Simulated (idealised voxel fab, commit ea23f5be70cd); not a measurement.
Name of the process module below: voxel self aligned vias
Each square cell in cross-section cut measures 5 nm, and the section as a whole is 300 nm wide.
The cross-sections in this document take the form of a grid made of square cells. They are written out as bands, in order from top to bottom. Each band consists of one or more rows of cells. Quick guide to a band line: top height, bottom height (nm) up front; then every material left to right with its width in nm. Only one material and it's marked "everywhere"? Then it fills the band edge to edge. And "empty" just means empty space. Below 0: as-received wafer, all one material; heights counted from there. Lowest band: no bottom, goes on down, written "0 and below". Think of "30..40" as a width that walks from the first number to the second as you go down the band, top row to bottom row, taking equal-sized steps from row to row. Given "remains unaltered" for a step, no cell of the cross-section differs between before and after that step. What "Enclosed internal cavities" gives you is every empty space of 8 cells or more that is cut off from the top. Each appears as width x height at distance, with the distance taken from the left edge and width, height and distance all in nm. That trailing text on a step's line, after the settings, is the simulator's own remark on the step. You can add "overlay nm" to a step's line. For a step with a mask, it describes how far the mask lay to the right of its planned position, and a negative number describes a lay to the left.

THE PROCESS STEPS THAT WERE PLANNED ARE LISTED BELOW
1 op RECEIVE | material Si
2 op CONFORMAL_DEP | material SiO2 | thk nm 15
3 op CONFORMAL_DEP | material SiCN | thk nm 5
4 op DIRECTIONAL_DEP | material lowk | thk nm 30
5 op MASKED_ETCH | tone open | mask id LINES | width nm 20 | pitch nm 65 | etch materials lowk | depth nm 30 | overlay nm 0
6 op CONFORMAL_DEP | material TiN | thk nm 5
7 op FILL_DEP | material W | thk nm 10
8 op CMP | height nm 50
9 op SELECTIVE_ETCH | etch materials W Ru TiN | depth nm 5
10 op FILL_DEP | material SiN | thk nm 10
11 op CMP | height nm 50
12 op DIRECTIONAL_DEP | material lowk | thk nm 15
13 op PATTERN | tone open | mask id VIAS | material resist | width nm 40 | pitch nm 65 | thk nm 15 | overlay nm 0
14 op DIRECTIONAL_ETCH | etch materials lowk | depth nm 15
15 op DIRECTIONAL_ETCH | etch materials SiN | depth nm 5
16 op STRIP | etch materials resist
17 op CONFORMAL_DEP | material TiN | thk nm 5
18 op FILL_DEP | material Cu | thk nm 10
19 op CMP | height nm 65
20 op CONFORMAL_DEP | material SiN | thk nm 5

CROSS-SECTION, INCOMING MATERIAL, AFTER STEP 1
> 0 and below = Si everywhere
> Enclosed internal cavities: none

CROSS-SECTIONAL IMAGE OF THE FIRST OF TWO WAFERS AT THE END OF THE MODULE, THE RUN HAVING PROCEEDED AS PLANNED
> 70 down to 65 = SiN everywhere
> 65 down to 55 = 65 nm lowk, then 5 nm TiN, then 30 nm Cu, then 5 nm TiN, then 25 nm lowk, then 5 nm TiN, then 30 nm Cu, then 5 nm TiN, then 25 nm lowk, then 5 nm TiN, then 30 nm Cu, then 5 nm TiN, then 65 nm lowk
> 55 down to 50 = 65 nm lowk, then 15 nm TiN, then 10 nm Cu, then 15 nm TiN, then 25 nm lowk, then 15 nm TiN, then 10 nm Cu, then 15 nm TiN, then 25 nm lowk, then 15 nm TiN, then 10 nm Cu, then 15 nm TiN, then 65 nm lowk
> 50 down to 45 = 75 nm lowk, then 20 nm TiN, then 45 nm lowk, then 20 nm TiN, then 45 nm lowk, then 20 nm TiN, then 75 nm lowk
> 45 down to 25 = 75 nm lowk, then 5 nm TiN, then 10 nm W, then 5 nm TiN, then 45 nm lowk, then 5 nm TiN, then 10 nm W, then 5 nm TiN, then 45 nm lowk, then 5 nm TiN, then 10 nm W, then 5 nm TiN, then 75 nm lowk
> 25 down to 20 = 75 nm lowk, then 20 nm TiN, then 45 nm lowk, then 20 nm TiN, then 45 nm lowk, then 20 nm TiN, then 75 nm lowk
> 20 down to 15 = SiCN everywhere
> 15 down to 0 = SiO2 everywhere
> 0 and below = Si everywhere
> Enclosed internal cavities: none

SECOND WAFER OF THE TWO, SECTIONED AT THE END OF THE MODULE. IT BEGAN LIKE THE FIRST AND FOLLOWED THE SAME PLAN, BUT ONE MISTAKE WAS MADE WHILE RUNNING IT
> 70 down to 65 = SiN everywhere
> 65 down to 55 = 65 nm lowk, then 5 nm TiN, then 30 nm Cu, then 5 nm TiN, then 25 nm lowk, then 5 nm TiN, then 30 nm Cu, then 5 nm TiN, then 25 nm lowk, then 5 nm TiN, then 30 nm Cu, then 5 nm TiN, then 65 nm lowk
> 55 down to 50 = 65 nm lowk, then 15 nm TiN, then 10 nm Cu, then 15 nm TiN, then 25 nm lowk, then 15 nm TiN, then 10 nm Cu, then 15 nm TiN, then 25 nm lowk, then 15 nm TiN, then 10 nm Cu, then 15 nm TiN, then 65 nm lowk
> 50 down to 45 = 75 nm lowk, then 20 nm TiN, then 45 nm lowk, then 20 nm TiN, then 45 nm lowk, then 20 nm TiN, then 75 nm lowk
> 45 down to 40 = 75 nm lowk, then 5 nm TiN, then 10 nm W, then 5 nm TiN, then 45 nm lowk, then 5 nm TiN, then 10 nm W, then 5 nm TiN, then 45 nm lowk, then 5 nm TiN, then 10 nm W, then 5 nm TiN, then 75 nm lowk
> 40 down to 35 = 75 nm lowk, then 20 nm TiN, then 45 nm lowk, then 20 nm TiN, then 45 nm lowk, then 20 nm TiN, then 75 nm lowk
> 35 down to 30 = SiCN everywhere
> 30 down to 0 = SiO2 everywhere
> 0 and below = Si everywhere
> Enclosed internal cavities: none
What was done differently from what was planned? twice over, step 2 of the plan was run
Heads up, by the end the second wafer has more or fewer cells of some materials compared to the first: SiO2 +180, TiN -18, W -18, lowk -144
